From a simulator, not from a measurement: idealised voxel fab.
Herein follows the process module entitled voxel self aligned vias.
We display cut, a cross-section 250 nm in width whose square cells are each 5 nm.
For the purposes of this document, a cross-section shall be understood as a grid of square cells, specified as bands listed in top-to-bottom order, each band consisting of one or more rows of cells. Per band: top height and bottom height in nm, followed by the left-to-right materials and their widths in nm; "all across" marks a single material spanning edge to edge, "blank" marks empty space. All heights in this document are referenced to 0, defined as the level beneath which the wafer, as received, consists entirely of one material. The lowest band is not bounded below; it extends indefinitely downward and is written in the form "0 and below". The width entry "30 to 40" should be interpreted row by row: the top row of cells in the band takes the first number, the bottom row takes the second number, and the change between adjacent rows is uniform throughout. Step marked "nothing altered"? Then no cell in the cross-section changed in it. "Closed cavities": sealed empty spaces, 8 cells or more, no open way to top, listed width x height at distance, with distance from the left edge and width, height and distance in nm. Post-settings text on a step line: simulator's own remark regarding the step. "overlay nm" on a masked step: distance the mask lay right of its planned place, negative for left.
Intended process steps:
1,RECEIVE (material Si)
2,CONFORMAL_DEP (material SiO2; thk nm 15)
3,CONFORMAL_DEP (material SiCN; thk nm 5)
4,DIRECTIONAL_DEP (material SiO2; thk nm 30)
5,PATTERN (tone open; mask id LINES; material resist; width nm 30; pitch nm 65; thk nm 15; overlay nm 0)
6,DIRECTIONAL_ETCH (etch materials SiO2; depth nm 30)
7,STRIP (etch materials resist)
8,CONFORMAL_DEP (material TiN; thk nm 5)
9,FILL_DEP (material Ru; thk nm 5)
10,CMP (height nm 50)
11,SELECTIVE_ETCH (etch materials W Ru TiN; depth nm 5)
12,FILL_DEP (material SiN; thk nm 10)
13,CMP (height nm 50)
14,DIRECTIONAL_DEP (material SiO2; thk nm 15)
15,MASKED_ETCH (tone open; mask id VIAS; width nm 50; pitch nm 65; etch materials SiO2; depth nm 15; overlay nm 0)
16,MASKED_ETCH (tone open; mask id VIAS; width nm 50; pitch nm 65; etch materials SiN; depth nm 5; overlay nm 0)
17,CONFORMAL_DEP (material TiN; thk nm 5)
18,FILL_DEP (material W; thk nm 10)
19,CMP (height nm 65)
20,CONFORMAL_DEP (material SiN; thk nm 5)
Cross-section: wafer on arrival = after step 1:
- 0 and below = Si all across
- Closed cavities: none
Cross-section: first of two wafers, module finished, run according to plan:
- 70 down to 65 = SiN all across
- 65 down to 55 = 65 of SiO2, 5 of TiN, 40 of W, 5 of TiN, 15 of SiO2, 5 of TiN, 40 of W, 5 of TiN, 70 of SiO2
- 55 down to 50 = 65 of SiO2, 15 of TiN, 20 of W, 15 of TiN, 15 of SiO2, 15 of TiN, 20 of W, 15 of TiN, 70 of SiO2
- 50 down to 45 = 75 of SiO2, 30 of TiN, 35 of SiO2, 30 of TiN, 80 of SiO2
- 45 down to 25 = 75 of SiO2, 5 of TiN, 20 of Ru, 5 of TiN, 35 of SiO2, 5 of TiN, 20 of Ru, 5 of TiN, 80 of SiO2
- 25 down to 20 = 75 of SiO2, 30 of TiN, 35 of SiO2, 30 of TiN, 80 of SiO2
- 20 down to 15 = SiCN all across
- 15 down to 0 = SiO2 all across
- 0 and below = Si all across
- Closed cavities: none
Now the second wafer, cross-sectioned at the end of the module. Nothing different at the start, nothing different in the plan compared with the first, just one mistake when it was actually run:
- 70 down to 65 = SiN all across
- 65 down to 55 = 65 of SiO2, 5 of TiN, 40 of W, 5 of TiN, 15 of SiO2, 5 of TiN, 40 of W, 5 of TiN, 70 of SiO2
- 55 down to 50 = 65 of SiO2, 50 of TiN, 15 of SiO2, 50 of TiN, 70 of SiO2
- 50 down to 45 = SiO2 all across
- 45 down to 25 = 75 of SiO2, 5 of TiN, 20 of Ru, 5 of TiN, 35 of SiO2, 5 of TiN, 20 of Ru, 5 of TiN, 80 of SiO2
- 25 down to 20 = 75 of SiO2, 30 of TiN, 35 of SiO2, 30 of TiN, 80 of SiO2
- 20 down to 15 = SiCN all across
- 15 down to 0 = SiO2 all across
- 0 and below = Si all across
- Closed cavities: none
The mistake made against the process plan was this: step 12 changed vs plan, executed as FILL_DEP (material SiO2; thk nm 10)
Once processing is complete, comparing cell counts shows that the second wafer has more or fewer of certain materials than the first: SiO2: 12 more; TiN: 4 fewer; W: 8 fewer
